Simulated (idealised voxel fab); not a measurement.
Name of the process module below: voxel trench capacitor
205 nm wide, 5 nm square cells: that's cross-section cut.
A cross-section is a grid of square cells, given in bands from the top down. A band is one or more rows of cells. For a band, the entry starts with two heights in nm, that of the top and then that of the bottom, and carries on with the band's materials in order from left to right, each alongside its width in nm; the word "edge to edge" beside a single material means it fills the band edge to edge, and "empty" means empty space. Zero point of the height axis is 0; under it, received wafer = one material. Lowest band: continues down indefinitely, "0 -> down". Width: "30->40" (first number = top row, second number = bottom row, same change from row to row of cells). "no modifications" -> step changed no cross-section cell. The entry "Closed void list" lists the empty spaces that cover at least 8 cells and have no open path to the top. Each is written as width x height at distance, where the distance is measured from the left edge and all three values are in nm. Read whatever lies past the settings on a step's line as the simulator's own remark about the step. A step's line can hold "overlay nm"; with a mask on that step, the setting says how far right of the planned place the mask lay, while a negative setting says it lay to the left.

### Steps planned for the process
| 1 | RECEIVE: material Si |
| 2 | CONFORMAL_DEP: material SiN, thk nm 10 |
| 3 | MASKED_ETCH: tone open, mask id TRENCH, width nm 25, pitch nm 40, etch materials SiN, depth nm 10, overlay nm 0 |
| 4 | MASKED_ETCH: tone open, mask id TRENCH, width nm 25, pitch nm 40, etch materials Si, depth nm 30, overlay nm 0 |
| 5 | CONFORMAL_DEP: material SiO2, thk nm 5 |
| 6 | FILL_DEP: material polySi, thk nm 5 |
| 7 | CMP: height nm 10 |

### The first of two wafers, run as planned

### Cross-section, incoming material, after step 1
- 0 -> down  Si edge to edge
- Closed void list: none

### Step 2 done - wafer cross-section
- 10 -> 0  SiN edge to edge
- Everything under 0 stays put, no change at all.

### Step 3 done - wafer cross-section
- 10 -> 0  SiN=70, then empty=25, then SiN=15, then empty=25, then SiN=70
- Everything under 0 stays put, no change at all.

### Step 4 done - wafer cross-section
- 10 -> 0  SiN=70, then empty=25, then SiN=15, then empty=25, then SiN=70
- 0 -> -30  Si=70, then empty=25, then Si=15, then empty=25, then Si=70
- Everything under -30 stays put, no change at all.

### Step 5 done - wafer cross-section
- 15 -> 10  SiO2=75, then empty=15, then SiO2=25, then empty=15, then SiO2=75
- 10 -> 0  SiN=70, then SiO2=5, then empty=15, then SiO2=5, then SiN=15, then SiO2=5, then empty=15, then SiO2=5, then SiN=70
- 0 -> -25  Si=70, then SiO2=5, then empty=15, then SiO2=5, then Si=15, then SiO2=5, then empty=15, then SiO2=5, then Si=70
- -25 -> -30  Si=70, then SiO2=25, then Si=15, then SiO2=25, then Si=70
- Everything under -30 stays put, no change at all.

### Step 6 done - wafer cross-section
- 20 -> 15  polySi edge to edge
- 15 -> 10  SiO2=75, then polySi=15, then SiO2=25, then polySi=15, then SiO2=75
- 10 -> 0  SiN=70, then SiO2=5, then polySi=15, then SiO2=5, then SiN=15, then SiO2=5, then polySi=15, then SiO2=5, then SiN=70
- 0 -> -25  Si=70, then SiO2=5, then polySi=15, then SiO2=5, then Si=15, then SiO2=5, then polySi=15, then SiO2=5, then Si=70
- Everything under -25 stays put, no change at all.

### Step 7 done - wafer cross-section
- 10 -> 0  SiN=70, then SiO2=5, then polySi=15, then SiO2=5, then SiN=15, then SiO2=5, then polySi=15, then SiO2=5, then SiN=70
- Everything under 0 stays put, no change at all.

### It is to be noted that the second wafer proceeded from the same initial state and according to the same plan as the first, although one mistake was committed in its execution; through step 3, inclusive, the two wafers share an identical history

### Second wafer profile in section, at the moment step 4 of the plan was meant to be complete
- 10 -> 0  SiN=70, then empty=25, then SiN=15, then empty=25, then SiN=70
- 0 -> -60  Si=70, then empty=25, then Si=15, then empty=25, then Si=70
- Everything under -60 stays put, no change at all.

### Second wafer profile in section, at the moment step 5 of the plan was meant to be complete
- 15 -> 10  SiO2=75, then empty=15, then SiO2=25, then empty=15, then SiO2=75
- 10 -> 0  SiN=70, then SiO2=5, then empty=15, then SiO2=5, then SiN=15, then SiO2=5, then empty=15, then SiO2=5, then SiN=70
- 0 -> -55  Si=70, then SiO2=5, then empty=15, then SiO2=5, then Si=15, then SiO2=5, then empty=15, then SiO2=5, then Si=70
- -55 -> -60  Si=70, then SiO2=25, then Si=15, then SiO2=25, then Si=70
- Everything under -60 stays put, no change at all.

### Second wafer profile in section, at the moment step 6 of the plan was meant to be complete
- 20 -> 15  polySi edge to edge
- 15 -> 10  SiO2=75, then polySi=15, then SiO2=25, then polySi=15, then SiO2=75
- 10 -> 0  SiN=70, then SiO2=5, then polySi=15, then SiO2=5, then SiN=15, then SiO2=5, then polySi=15, then SiO2=5, then SiN=70
- 0 -> -55  Si=70, then SiO2=5, then polySi=15, then SiO2=5, then Si=15, then SiO2=5, then polySi=15, then SiO2=5, then Si=70
- Everything under -55 stays put, no change at all.

### Second wafer profile in section, at the moment step 7 of the plan was meant to be complete
- 10 -> 0  SiN=70, then SiO2=5, then polySi=15, then SiO2=5, then SiN=15, then SiO2=5, then polySi=15, then SiO2=5, then SiN=70
- Everything under 0 stays put, no change at all.
Plan not followed: twice over, step 4 of the plan was run
Upon completion, the second wafer contains, in terms of cells, a greater or smaller amount of certain materials than the first wafer: Si: 60 fewer, SiO2: 24 more, polySi: 36 more
